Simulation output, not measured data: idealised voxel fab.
Presented below is a process module, voxel wiring stack.
In the cross-section labelled cut, the width is 160 nm and each square cell is 5 nm.
Cross-section spec: square-cell grid; bands listed top down; each band is one or more rows.
Band: top height; bottom height; in nm. Then, left to right: material with width in nm, for each material. "throughout": a single material spanning edge to edge. "blank": empty space.
Basically, 0 is our baseline, since under it the wafer straight out of the box is all one material. The bottom band has no lower end and keeps on going down, so it looks like "0 down".
Note: "30->40" means the width goes from the first number (top row of the band) to the second number (bottom row) in equal steps per row of cells.
No cell of the cross-section changed in a step that is given as "nothing different".
"Listed closed voids" specifies each empty space that is not open to the top and that occupies no fewer than 8 cells, using the form width x height at distance, the distance measured from the left edge and all three quantities in nm.
The remark found on a step's line after its settings is issued by the simulator itself and pertains to that step.
"overlay nm" on a masked step: distance the mask lay right of its planned place, negative for left.
Each pair of cross-sections that follows straddles one process step: the one shows the state before the step, the other the state after it, down to the lowest band that changed and no further. The step in question, and its settings, are given under the pair. Note that a pair is not necessarily a continuation of the pair above it, since pairs can come from different runs of this module on the same starting wafer; it is a continuation only where its entry headed "Before the step" says so.

### Before the step
  160 to 145  aC=15 | blank=25 | aC=25 | blank=25 | aC=25 | blank=25 | aC=20
  145 to 120  lowk=15 | blank=15 | lowk=85 | blank=15 | lowk=30
  120 to 115  SiCN throughout
  115 to 105  SiO2=15 | TiN=5 | Ru=15 | TiN=5 | SiO2=25 | TiN=5 | Ru=15 | TiN=5 | SiO2=25 | TiN=5 | Ru=15 | TiN=5 | SiO2=20
  105 to 100  SiO2=15 | TiN=15 | Ru=5 | TiN=5 | SiO2=25 | TiN=25 | SiO2=25 | TiN=15 | Ru=5 | TiN=5 | SiO2=20
  100 to 85  SiO2=25 | TiN=5 | Ru=5 | TiN=5 | SiO2=85 | TiN=5 | Ru=5 | TiN=5 | SiO2=20
  85 to 80  SiCN=25 | TiN=15 | SiCN=85 | TiN=15 | SiCN=20
  80 to 65  SiO2=15 | TiN=5 | Cu=15 | TiN=5 | SiO2=25 | TiN=5 | Cu=15 | TiN=5 | SiO2=25 | TiN=5 | Cu=15 | TiN=5 | SiO2=20
  65 to 60  SiO2=15 | TiN=5 | Cu=5 | TiN=15 | SiO2=25 | TiN=25 | SiO2=25 | TiN=5 | Cu=5 | TiN=15 | SiO2=20
  60 to 45  SiO2=15 | TiN=5 | Cu=5 | TiN=5 | SiO2=85 | TiN=5 | Cu=5 | TiN=5 | SiO2=30
  45 to 40  SiCN=15 | TiN=15 | SiCN=85 | TiN=15 | SiCN=30
  40 to 15  lowk=10 | SiN=5 | Ru=25 | SiN=5 | lowk=15 | SiN=5 | Ru=25 | SiN=5 | lowk=15 | SiN=5 | Ru=25 | SiN=5 | lowk=15
  15 to 10  SiN=15 | TiN=25 | SiN=25 | TiN=25 | SiN=25 | TiN=25 | SiN=20
  10 to 0  SiO2 throughout
  0 down  Si throughout
  Listed closed voids: none

### Post-Process View
  160 to 145  aC=15 | blank=25 | aC=25 | blank=25 | aC=25 | blank=25 | aC=20
  145 to 130  lowk=15 | blank=25 | lowk=25 | blank=25 | lowk=25 | blank=25 | lowk=20
  Rest of section, below 130: as before.
  Listed closed voids: none
Going from the before section above to the after section, the step was DIRECTIONAL_ETCH | etch materials lowk | depth nm 15

Before the step: no separate figure, the pair right above already shows it after its step.

### Post-Process View
  160 to 145  aC=15 | blank=25 | aC=25 | blank=25 | aC=25 | blank=25 | aC=20
  145 to 130  lowk=15 | blank=25 | lowk=25 | blank=25 | lowk=25 | blank=25 | lowk=20
  130 to 120  lowk=15 | blank=15 | lowk=85 | blank=15 | lowk=30
  120 to 115  SiCN=15 | blank=15 | SiCN=85 | blank=15 | SiCN=30
  Rest of section, below 115: as before.
  Listed closed voids: none
Going from the before section above to the after section, the step was DIRECTIONAL_ETCH | etch materials SiCN | depth nm 5

Before the step: no separate figure, the pair right above already shows it after its step.

### Post-Process View
  145 to 130  lowk=15 | blank=25 | lowk=25 | blank=25 | lowk=25 | blank=25 | lowk=20
  Rest of section, below 130: as before.
  Listed closed voids: none
Going from the before section above to the after section, the step was STRIP | etch materials aC

Before the step: no separate figure, the pair right above already shows it after its step.

### Post-Process View
  150 to 145  TiN=20 | blank=15 | TiN=35 | blank=15 | TiN=35 | blank=15 | TiN=25
  145 to 135  lowk=15 | TiN=5 | blank=15 | TiN=5 | lowk=25 | TiN=5 | blank=15 | TiN=5 | lowk=25 | TiN=5 | blank=15 | TiN=5 | lowk=20
  135 to 130  lowk=15 | TiN=5 | blank=5 | TiN=15 | lowk=25 | TiN=25 | lowk=25 | TiN=5 | blank=5 | TiN=15 | lowk=20
  130 to 120  lowk=15 | TiN=5 | blank=5 | TiN=5 | lowk=85 | TiN=5 | blank=5 | TiN=5 | lowk=30
  120 to 115  SiCN=15 | TiN=15 | SiCN=85 | TiN=15 | SiCN=30
  Rest of section, below 115: as before.
  Listed closed voids: none
Going from the before section above to the after section, the step was CONFORMAL_DEP | material TiN | thk nm 5

Before the step: no separate figure, the pair right above already shows it after its step.

### Post-Process View
  160 to 150  Ru throughout
  150 to 145  TiN=20 | Ru=15 | TiN=35 | Ru=15 | TiN=35 | Ru=15 | TiN=25
  145 to 135  lowk=15 | TiN=5 | Ru=15 | TiN=5 | lowk=25 | TiN=5 | Ru=15 | TiN=5 | lowk=25 | TiN=5 | Ru=15 | TiN=5 | lowk=20
  135 to 130  lowk=15 | TiN=5 | Ru=5 | TiN=15 | lowk=25 | TiN=25 | lowk=25 | TiN=5 | Ru=5 | TiN=15 | lowk=20
  130 to 120  lowk=15 | TiN=5 | Ru=5 | TiN=5 | lowk=85 | TiN=5 | Ru=5 | TiN=5 | lowk=30
  Rest of section, below 120: as before.
  Listed closed voids: none
Going from the before section above to the after section, the step was FILL_DEP | material Ru | thk nm 10

Before the step: no separate figure, the pair right above already shows it after its step.

### Post-Process View
  145 to 135  lowk=15 | TiN=5 | Ru=15 | TiN=5 | lowk=25 | TiN=5 | Ru=15 | TiN=5 | lowk=25 | TiN=5 | Ru=15 | TiN=5 | lowk=20
  Rest of section, below 135: as before.
  Listed closed voids: none
Going from the before section above to the after section, the step was CMP | height nm 145

Before the step: no separate figure, the pair right above already shows it after its step.

### Post-Process View
  150 to 145  SiN throughout
  Rest of section, below 145: as before.
  Listed closed voids: none
Going from the before section above to the after section, the step was CONFORMAL_DEP | material SiN | thk nm 5

### Before the step
  150 to 145  TiN=20 | blank=15 | TiN=35 | blank=15 | TiN=35 | blank=15 | TiN=25
  145 to 135  lowk=15 | TiN=5 | blank=15 | TiN=5 | lowk=25 | TiN=5 | blank=15 | TiN=5 | lowk=25 | TiN=5 | blank=15 | TiN=5 | lowk=20
  135 to 130  lowk=15 | TiN=5 | blank=5 | TiN=15 | lowk=25 | TiN=25 | lowk=25 | TiN=5 | blank=5 | TiN=15 | lowk=20
  130 to 120  lowk=15 | TiN=5 | blank=5 | TiN=5 | lowk=85 | TiN=5 | blank=5 | TiN=5 | lowk=30
  120 to 115  SiCN=15 | TiN=15 | SiCN=85 | TiN=15 | SiCN=30
  115 to 105  SiO2=15 | TiN=5 | Ru=15 | TiN=5 | SiO2=25 | TiN=5 | Ru=15 | TiN=5 | SiO2=25 | TiN=5 | Ru=15 | TiN=5 | SiO2=20
  105 to 100  SiO2=15 | TiN=5 | Ru=5 | TiN=15 | SiO2=25 | TiN=25 | SiO2=25 | TiN=5 | Ru=5 | TiN=15 | SiO2=20
  100 to 85  SiO2=15 | TiN=5 | Ru=5 | TiN=5 | SiO2=85 | TiN=5 | Ru=5 | TiN=5 | SiO2=30
  85 to 80  SiCN=15 | TiN=15 | SiCN=85 | TiN=15 | SiCN=30
  80 to 65  SiO2=15 | TiN=5 | Cu=15 | TiN=5 | SiO2=25 | TiN=5 | Cu=15 | TiN=5 | SiO2=25 | TiN=5 | Cu=15 | TiN=5 | SiO2=20
  65 to 60  SiO2=15 | TiN=5 | Cu=5 | TiN=15 | SiO2=25 | TiN=25 | SiO2=25 | TiN=5 | Cu=5 | TiN=15 | SiO2=20
  60 to 45  SiO2=15 | TiN=5 | Cu=5 | TiN=5 | SiO2=85 | TiN=5 | Cu=5 | TiN=5 | SiO2=30
  45 to 40  SiCN=15 | TiN=15 | SiCN=85 | TiN=15 | SiCN=30
  40 to 15  lowk=10 | SiN=5 | Ru=25 | SiN=5 | lowk=15 | SiN=5 | Ru=25 | SiN=5 | lowk=15 | SiN=5 | Ru=25 | SiN=5 | lowk=15
  15 to 10  SiN=15 | TiN=25 | SiN=25 | TiN=25 | SiN=25 | TiN=25 | SiN=20
  10 to 0  SiO2 throughout
  0 down  Si throughout
  Listed closed voids: none

### Post-Process View
  160 to 150  aC throughout
  150 to 145  TiN=20 | aC=15 | TiN=35 | aC=15 | TiN=35 | aC=15 | TiN=25
  145 to 135  lowk=15 | TiN=5 | aC=15 | TiN=5 | lowk=25 | TiN=5 | aC=15 | TiN=5 | lowk=25 | TiN=5 | aC=15 | TiN=5 | lowk=20
  135 to 130  lowk=15 | TiN=5 | aC=5 | TiN=15 | lowk=25 | TiN=25 | lowk=25 | TiN=5 | aC=5 | TiN=15 | lowk=20
  130 to 120  lowk=15 | TiN=5 | aC=5 | TiN=5 | lowk=85 | TiN=5 | aC=5 | TiN=5 | lowk=30
  Rest of section, below 120: as before.
  Listed closed voids: none
Going from the before section above to the after section, the step was FILL_DEP | material aC | thk nm 10

Before the step: no separate figure, the pair right above already shows it after its step.

### Post-Process View
  145 to 135  lowk=15 | TiN=5 | aC=15 | TiN=5 | lowk=25 | TiN=5 | aC=15 | TiN=5 | lowk=25 | TiN=5 | aC=15 | TiN=5 | lowk=20
  Rest of section, below 135: as before.
  Listed closed voids: none
Going from the before section above to the after section, the step was CMP | height nm 145

Before the step: no separate figure, the pair right above already shows it after its step.

### Post-Process View
  150 to 145  SiN throughout
  Rest of section, below 145: as before.
  Listed closed voids: none
Going from the before section above to the after section, the step was CONFORMAL_DEP | material SiN | thk nm 5

### Before the step
  80 to 45  SiO2=15 | blank=15 | SiO2=85 | blank=15 | SiO2=30
  45 to 40  SiCN throughout
  40 to 15  lowk=10 | SiN=5 | Ru=25 | SiN=5 | lowk=15 | SiN=5 | Ru=25 | SiN=5 | lowk=15 | SiN=5 | Ru=25 | SiN=5 | lowk=15
  15 to 10  SiN=15 | TiN=25 | SiN=25 | TiN=25 | SiN=25 | TiN=25 | SiN=20
  10 to 0  SiO2 throughout
  0 down  Si throughout
  Listed closed voids: none

### Post-Process View
  95 to 80  blank=15 | resist=25 | blank=25 | resist=25 | blank=25 | resist=25 | blank=20
  80 to 45  SiO2=15 | resist=15 | SiO2=85 | resist=15 | SiO2=30
  Rest of section, below 45: as before.
  Listed closed voids: none
Going from the before section above to the after section, the step was PATTERN | tone cover | mask id METAL_2 | material resist | width nm 25 | pitch nm 50 | thk nm 15 | overlay nm 0

Before the step: no separate figure, the pair right above already shows it after its step.

### Post-Process View
  95 to 80  blank=15 | resist=25 | blank=25 | resist=25 | blank=25 | resist=25 | blank=20
  80 to 60  blank=15 | resist=15 | SiO2=10 | blank=25 | SiO2=25 | blank=25 | resist=15 | SiO2=10 | blank=20
  Rest of section, below 60: as before.
  Listed closed voids: none
Going from the before section above to the after section, the step was DIRECTIONAL_ETCH | etch materials SiO2 | depth nm 20

Before the step: no separate figure, the pair right above already shows it after its step.

### Post-Process View
  80 to 60  blank=30 | SiO2=10 | blank=25 | SiO2=25 | blank=40 | SiO2=10 | blank=20
  60 to 45  SiO2=15 | blank=15 | SiO2=85 | blank=15 | SiO2=30
  Rest of section, below 45: as before.
  Listed closed voids: none
Going from the before section above to the after section, the step was STRIP | etch materials resist

Before the step: no separate figure, the pair right above already shows it after its step.

### Post-Process View
  85 to 80  blank=25 | TiN=20 | blank=15 | TiN=35 | blank=30 | TiN=20 | blank=15
  80 to 65  blank=25 | TiN=5 | SiO2=10 | TiN=5 | blank=15 | TiN=5 | SiO2=25 | TiN=5 | blank=30 | TiN=5 | SiO2=10 | TiN=5 | blank=15
  65 to 60  TiN=20 | blank=5 | TiN=5 | SiO2=10 | TiN=25 | SiO2=25 | TiN=30 | blank=5 | TiN=5 | SiO2=10 | TiN=20
  60 to 50  SiO2=15 | TiN=5 | blank=5 | TiN=5 | SiO2=85 | TiN=5 | blank=5 | TiN=5 | SiO2=30
  50 to 45  SiO2=15 | TiN=15 | SiO2=85 | TiN=15 | SiO2=30
  Rest of section, below 45: as before.
  Listed closed voids: none
Going from the before section above to the after section, the step was CONFORMAL_DEP | material TiN | thk nm 5

Before the step: no separate figure, the pair right above already shows it after its step.

### Post-Process View
  95 to 85  Cu throughout
  85 to 80  Cu=25 | TiN=20 | Cu=15 | TiN=35 | Cu=30 | TiN=20 | Cu=15
  80 to 65  Cu=25 | TiN=5 | SiO2=10 | TiN=5 | Cu=15 | TiN=5 | SiO2=25 | TiN=5 | Cu=30 | TiN=5 | SiO2=10 | TiN=5 | Cu=15
  65 to 60  TiN=20 | Cu=5 | TiN=5 | SiO2=10 | TiN=25 | SiO2=25 | TiN=30 | Cu=5 | TiN=5 | SiO2=10 | TiN=20
  60 to 50  SiO2=15 | TiN=5 | Cu=5 | TiN=5 | SiO2=85 | TiN=5 | Cu=5 | TiN=5 | SiO2=30
  Rest of section, below 50: as before.
  Listed closed voids: none
Going from the before section above to the after section, the step was FILL_DEP | material Cu | thk nm 10

Before the step: no separate figure, the pair right above already shows it after its step.

### Post-Process View
  80 to 65  Cu=25 | TiN=5 | SiO2=10 | TiN=5 | Cu=15 | TiN=5 | SiO2=25 | TiN=5 | Cu=30 | TiN=5 | SiO2=10 | TiN=5 | Cu=15
  Rest of section, below 65: as before.
  Listed closed voids: none
Going from the before section above to the after section, the step was CMP | height nm 80

Before the step: no separate figure, the pair right above already shows it after its step.

### Post-Process View
  85 to 80  SiCN throughout
  Rest of section, below 80: as before.
  Listed closed voids: none
Going from the before section above to the after section, the step was CONFORMAL_DEP | material SiCN | thk nm 5

Before the step: no separate figure, the pair right above already shows it after its step.

### Post-Process View
  115 to 85  SiO2 throughout
  Rest of section, below 85: as before.
  Listed closed voids: none
Going from the before section above to the after section, the step was DIRECTIONAL_DEP | material SiO2 | thk nm 30

Before the step: no separate figure, the pair right above already shows it after its step.

### Post-Process View
  115 to 100  SiO2=15 | blank=25 | SiO2=25 | blank=25 | SiO2=25 | blank=25 | SiO2=20
  Rest of section, below 100: as before.
  Listed closed voids: none
Going from the before section above to the after section, the step was MASKED_ETCH | tone open | mask id METAL_3 | width nm 25 | pitch nm 50 | etch materials SiO2 | depth nm 15 | overlay nm 0

Before the step: no separate figure, the pair right above already shows it after its step.

### Post-Process View
  125 to 115  aC=15 | blank=25 | aC=25 | blank=25 | aC=25 | blank=25 | aC=20
  115 to 110  SiO2=15 | blank=25 | SiO2=25 | blank=25 | SiO2=25 | blank=25 | SiO2=20
  110 to 100  SiO2=15 | aC=25 | SiO2=25 | aC=25 | SiO2=25 | aC=25 | SiO2=20
  Rest of section, below 100: as before.
  Listed closed voids: none
Going from the before section above to the after section, the step was DIRECTIONAL_DEP | material aC | thk nm 10

Before the step: no separate figure, the pair right above already shows it after its step.

### Post-Process View
  155 to 125  resist=15 | blank=15 | resist=85 | blank=15 | resist=30
  125 to 115  aC=15 | blank=15 | resist=10 | aC=25 | resist=25 | aC=25 | blank=15 | resist=10 | aC=20
  115 to 110  SiO2=15 | blank=15 | resist=10 | SiO2=25 | resist=25 | SiO2=25 | blank=15 | resist=10 | SiO2=20
  Rest of section, below 110: as before.
  Listed closed voids: none
Going from the before section above to the after section, the step was PATTERN | tone open | mask id METAL_3_HOLES | material resist | width nm 15 | pitch nm 100 | thk nm 30 | overlay nm 0

Before the step: no separate figure, the pair right above already shows it after its step.

### Post-Process View
  145 to 125  resist=15 | blank=15 | resist=85 | blank=15 | resist=30
  125 to 115  aC=15 | blank=15 | resist=10 | aC=25 | resist=25 | aC=25 | blank=15 | resist=10 | aC=20
  115 to 110  SiO2=15 | blank=15 | resist=10 | SiO2=25 | resist=25 | SiO2=25 | blank=15 | resist=10 | SiO2=20
  110 to 100  SiO2=15 | blank=15 | aC=10 | SiO2=25 | aC=25 | SiO2=25 | blank=15 | aC=10 | SiO2=20
  Rest of section, below 100: as before.
  Listed closed voids: none
Going from the before section above to the after section, the step was DIRECTIONAL_ETCH | etch materials aC | depth nm 10

Before the step: no separate figure, the pair right above already shows it after its step.

### Post-Process View
  125 to 115  aC=15 | blank=25 | aC=25 | blank=25 | aC=25 | blank=25 | aC=20
  115 to 110  SiO2=15 | blank=25 | SiO2=25 | blank=25 | SiO2=25 | blank=25 | SiO2=20
  Rest of section, below 110: as before.
  Listed closed voids: none
Going from the before section above to the after section, the step was STRIP | etch materials resist

Before the step: no separate figure, the pair right above already shows it after its step.

### Post-Process View
  125 to 115  aC=15 | blank=25 | aC=25 | blank=25 | aC=25 | blank=25 | aC=20
  115 to 110  SiO2=15 | blank=25 | SiO2=25 | blank=25 | SiO2=25 | blank=25 | SiO2=20
  110 to 100  SiO2=15 | blank=15 | aC=10 | SiO2=25 | aC=25 | SiO2=25 | blank=15 | aC=10 | SiO2=20
  100 to 85  SiO2=15 | blank=15 | SiO2=85 | blank=15 | SiO2=30
  Rest of section, below 85: as before.
  Listed closed voids: none
Going from the before section above to the after section, the step was DIRECTIONAL_ETCH | etch materials SiO2 | depth nm 15

Before the step: no separate figure, the pair right above already shows it after its step.

### Post-Process View
  125 to 115  aC=15 | blank=25 | aC=25 | blank=25 | aC=25 | blank=25 | aC=20
  115 to 110  SiO2=15 | blank=25 | SiO2=25 | blank=25 | SiO2=25 | blank=25 | SiO2=20
  110 to 100  SiO2=15 | blank=15 | aC=10 | SiO2=25 | aC=25 | SiO2=25 | blank=15 | aC=10 | SiO2=20
  100 to 85  SiO2=15 | blank=15 | SiO2=85 | blank=15 | SiO2=30
  85 to 80  SiCN=15 | blank=15 | SiCN=85 | blank=15 | SiCN=30
  Rest of section, below 80: as before.
  Listed closed voids: none
Going from the before section above to the after section, the step was DIRECTIONAL_ETCH | etch materials SiCN | depth nm 5

Before the step: no separate figure, the pair right above already shows it after its step.

### Post-Process View
  115 to 100  SiO2=15 | blank=25 | SiO2=25 | blank=25 | SiO2=25 | blank=25 | SiO2=20
  Rest of section, below 100: as before.
  Listed closed voids: none
Going from the before section above to the after section, the step was STRIP | etch materials aC

Before the step: no separate figure, the pair right above already shows it after its step.

### Post-Process View
  120 to 115  TiN=20 | blank=15 | TiN=35 | blank=15 | TiN=35 | blank=15 | TiN=25
  115 to 105  SiO2=15 | TiN=5 | blank=15 | TiN=5 | SiO2=25 | TiN=5 | blank=15 | TiN=5 | SiO2=25 | TiN=5 | blank=15 | TiN=5 | SiO2=20
  105 to 100  SiO2=15 | TiN=5 | blank=5 | TiN=15 | SiO2=25 | TiN=25 | SiO2=25 | TiN=5 | blank=5 | TiN=15 | SiO2=20
  100 to 85  SiO2=15 | TiN=5 | blank=5 | TiN=5 | SiO2=85 | TiN=5 | blank=5 | TiN=5 | SiO2=30
  85 to 80  SiCN=15 | TiN=15 | SiCN=85 | TiN=15 | SiCN=30
  Rest of section, below 80: as before.
  Listed closed voids: none
Going from the before section above to the after section, the step was CONFORMAL_DEP | material TiN | thk nm 5

Before the step: no separate figure, the pair right above already shows it after its step.

### Post-Process View
  125 to 120  Ru throughout
  120 to 115  TiN=20 | Ru=15 | TiN=35 | Ru=15 | TiN=35 | Ru=15 | TiN=25
  115 to 105  SiO2=15 | TiN=5 | Ru=15 | TiN=5 | SiO2=25 | TiN=5 | Ru=15 | TiN=5 | SiO2=25 | TiN=5 | Ru=15 | TiN=5 | SiO2=20
  105 to 100  SiO2=15 | TiN=5 | Ru=5 | TiN=15 | SiO2=25 | TiN=25 | SiO2=25 | TiN=5 | Ru=5 | TiN=15 | SiO2=20
  100 to 85  SiO2=15 | TiN=5 | Ru=5 | TiN=5 | SiO2=85 | TiN=5 | Ru=5 | TiN=5 | SiO2=30
  Rest of section, below 85: as before.
  Listed closed voids: none
Going from the before section above to the after section, the step was FILL_DEP | material Ru | thk nm 5

Before the step: no separate figure, the pair right above already shows it after its step.

### Post-Process View
  115 to 105  SiO2=15 | TiN=5 | Ru=15 | TiN=5 | SiO2=25 | TiN=5 | Ru=15 | TiN=5 | SiO2=25 | TiN=5 | Ru=15 | TiN=5 | SiO2=20
  Rest of section, below 105: as before.
  Listed closed voids: none
Going from the before section above to the after section, the step was CMP | height nm 115

Before the step: no separate figure, the pair right above already shows it after its step.

### Post-Process View
  120 to 115  SiCN throughout
  Rest of section, below 115: as before.
  Listed closed voids: none
Going from the before section above to the after section, the step was CONFORMAL_DEP | material SiCN | thk nm 5

Before the step: no separate figure, the pair right above already shows it after its step.

### Post-Process View
  145 to 120  lowk throughout
  Rest of section, below 120: as before.
  Listed closed voids: none
Going from the before section above to the after section, the step was DIRECTIONAL_DEP | material lowk | thk nm 25

Before the step: no separate figure, the pair right above already shows it after its step.

### Post-Process View
  160 to 145  aC throughout
  Rest of section, below 145: as before.
  Listed closed voids: none
Going from the before section above to the after section, the step was DIRECTIONAL_DEP | material aC | thk nm 15

Before the step: no separate figure, the pair right above already shows it after its step.

### Post-Process View
  190 to 160  resist=15 | blank=15 | resist=85 | blank=15 | resist=30
  Rest of section, below 160: as before.
  Listed closed voids: none
Going from the before section above to the after section, the step was PATTERN | tone open | mask id METAL_4_HOLES | material resist | width nm 15 | pitch nm 100 | thk nm 30 | overlay nm 0

Before the step: no separate figure, the pair right above already shows it after its step.

### Post-Process View
  175 to 160  resist=15 | blank=15 | resist=85 | blank=15 | resist=30
  160 to 145  aC=15 | blank=15 | aC=85 | blank=15 | aC=30
  Rest of section, below 145: as before.
  Listed closed voids: none
Going from the before section above to the after section, the step was DIRECTIONAL_ETCH | etch materials aC | depth nm 15

Before the step: no separate figure, the pair right above already shows it after its step.

### Post-Process View
  160 to 145  aC=15 | blank=15 | aC=85 | blank=15 | aC=30
  Rest of section, below 145: as before.
  Listed closed voids: none
Going from the before section above to the after section, the step was STRIP | etch materials resist

Before the step: no separate figure, the pair right above already shows it after its step.

### Post-Process View
  160 to 145  aC=15 | blank=15 | aC=85 | blank=15 | aC=30
  145 to 120  lowk=15 | blank=15 | lowk=85 | blank=15 | lowk=30
  Rest of section, below 120: as before.
  Listed closed voids: none
Going from the before section above to the after section, the step was DIRECTIONAL_ETCH | etch materials lowk | depth nm 25

Before the step: no separate figure, the pair right above already shows it after its step.

### Post-Process View
  145 to 120  lowk=15 | blank=15 | lowk=85 | blank=15 | lowk=30
  Rest of section, below 120: as before.
  Listed closed voids: none
Going from the before section above to the after section, the step was STRIP | etch materials aC

Before the step: no separate figure, the pair right above already shows it after its step.

### Post-Process View
  160 to 145  aC=15 | blank=15 | aC=85 | blank=15 | aC=30
  145 to 135  lowk=15 | blank=15 | lowk=85 | blank=15 | lowk=30
  135 to 120  lowk=15 | aC=15 | lowk=85 | aC=15 | lowk=30
  Rest of section, below 120: as before.
  Listed closed voids: none
Going from the before section above to the after section, the step was DIRECTIONAL_DEP | material aC | thk nm 15

Before the step: no separate figure, the pair right above already shows it after its step.

### Post-Process View
  190 to 160  resist=15 | blank=25 | resist=25 | blank=25 | resist=25 | blank=25 | resist=20
  Rest of section, below 160: as before.
  Listed closed voids: none
Going from the before section above to the after section, the step was PATTERN | tone open | mask id METAL_4 | material resist | width nm 25 | pitch nm 50 | thk nm 30 | overlay nm 0

Before the step: no separate figure, the pair right above already shows it after its step.

### Post-Process View
  175 to 160  resist=15 | blank=25 | resist=25 | blank=25 | resist=25 | blank=25 | resist=20
  160 to 145  aC=15 | blank=25 | aC=25 | blank=25 | aC=25 | blank=25 | aC=20
  145 to 120  lowk=15 | blank=15 | lowk=85 | blank=15 | lowk=30
  Rest of section, below 120: as before.
  Listed closed voids: none
Going from the before section above to the after section, the step was DIRECTIONAL_ETCH | etch materials aC | depth nm 15

Before the step: no separate figure, the pair right above already shows it after its step.

### Post-Process View
  160 to 145  aC=15 | blank=25 | aC=25 | blank=25 | aC=25 | blank=25 | aC=20
  Rest of section, below 145: as before.
  Listed closed voids: none
Going from the before section above to the after section, the step was STRIP | etch materials resist

Before the step: no separate figure, the pair right above already shows it after its step.

### Post-Process View
  160 to 145  aC=15 | blank=25 | aC=25 | blank=25 | aC=25 | blank=25 | aC=20
  145 to 130  lowk=15 | blank=25 | lowk=25 | blank=25 | lowk=25 | blank=25 | lowk=20
  Rest of section, below 130: as before.
  Listed closed voids: none
Going from the before section above to the after section, the step was DIRECTIONAL_ETCH | etch materials lowk | depth nm 15

Before the step: no separate figure, the pair right above already shows it after its step.

### Post-Process View
  160 to 145  aC=15 | blank=25 | aC=25 | blank=25 | aC=25 | blank=25 | aC=20
  145 to 130  lowk=15 | blank=25 | lowk=25 | blank=25 | lowk=25 | blank=25 | lowk=20
  130 to 120  lowk=15 | blank=15 | lowk=85 | blank=15 | lowk=30
  120 to 115  SiCN=15 | blank=15 | SiCN=85 | blank=15 | SiCN=30
  Rest of section, below 115: as before.
  Listed closed voids: none
Going from the before section above to the after section, the step was DIRECTIONAL_ETCH | etch materials SiCN | depth nm 5

Before the step: no separate figure, the pair right above already shows it after its step.

### Post-Process View
  145 to 130  lowk=15 | blank=25 | lowk=25 | blank=25 | lowk=25 | blank=25 | lowk=20
  Rest of section, below 130: as before.
  Listed closed voids: none
Going from the before section above to the after section, the step was STRIP | etch materials aC

Before the step: no separate figure, the pair right above already shows it after its step.

### Post-Process View
  150 to 145  TiN=20 | blank=15 | TiN=35 | blank=15 | TiN=35 | blank=15 | TiN=25
  145 to 135  lowk=15 | TiN=5 | blank=15 | TiN=5 | lowk=25 | TiN=5 | blank=15 | TiN=5 | lowk=25 | TiN=5 | blank=15 | TiN=5 | lowk=20
  135 to 130  lowk=15 | TiN=5 | blank=5 | TiN=15 | lowk=25 | TiN=25 | lowk=25 | TiN=5 | blank=5 | TiN=15 | lowk=20
  130 to 120  lowk=15 | TiN=5 | blank=5 | TiN=5 | lowk=85 | TiN=5 | blank=5 | TiN=5 | lowk=30
  120 to 115  SiCN=15 | TiN=15 | SiCN=85 | TiN=15 | SiCN=30
  Rest of section, below 115: as before.
  Listed closed voids: none
Going from the before section above to the after section, the step was CONFORMAL_DEP | material TiN | thk nm 5

Before the step: no separate figure, the pair right above already shows it after its step.

### Post-Process View
  160 to 150  Ru throughout
  150 to 145  TiN=20 | Ru=15 | TiN=35 | Ru=15 | TiN=35 | Ru=15 | TiN=25
  145 to 135  lowk=15 | TiN=5 | Ru=15 | TiN=5 | lowk=25 | TiN=5 | Ru=15 | TiN=5 | lowk=25 | TiN=5 | Ru=15 | TiN=5 | lowk=20
  135 to 130  lowk=15 | TiN=5 | Ru=5 | TiN=15 | lowk=25 | TiN=25 | lowk=25 | TiN=5 | Ru=5 | TiN=15 | lowk=20
  130 to 120  lowk=15 | TiN=5 | Ru=5 | TiN=5 | lowk=85 | TiN=5 | Ru=5 | TiN=5 | lowk=30
  Rest of section, below 120: as before.
  Listed closed voids: none
Going from the before section above to the after section, the step was FILL_DEP | material Ru | thk nm 10

Before the step: no separate figure, the pair right above already shows it after its step.

### Post-Process View
  145 to 135  lowk=15 | TiN=5 | Ru=15 | TiN=5 | lowk=25 | TiN=5 | Ru=15 | TiN=5 | lowk=25 | TiN=5 | Ru=15 | TiN=5 | lowk=20
  Rest of section, below 135: as before.
  Listed closed voids: none
Going from the before section above to the after section, the step was CMP | height nm 145

Before the step: no separate figure, the pair right above already shows it after its step.

### Post-Process View
  150 to 145  SiN throughout
  Rest of section, below 145: as before.
  Listed closed voids: none
Going from the before section above to the after section, the step was CONFORMAL_DEP | material SiN | thk nm 5
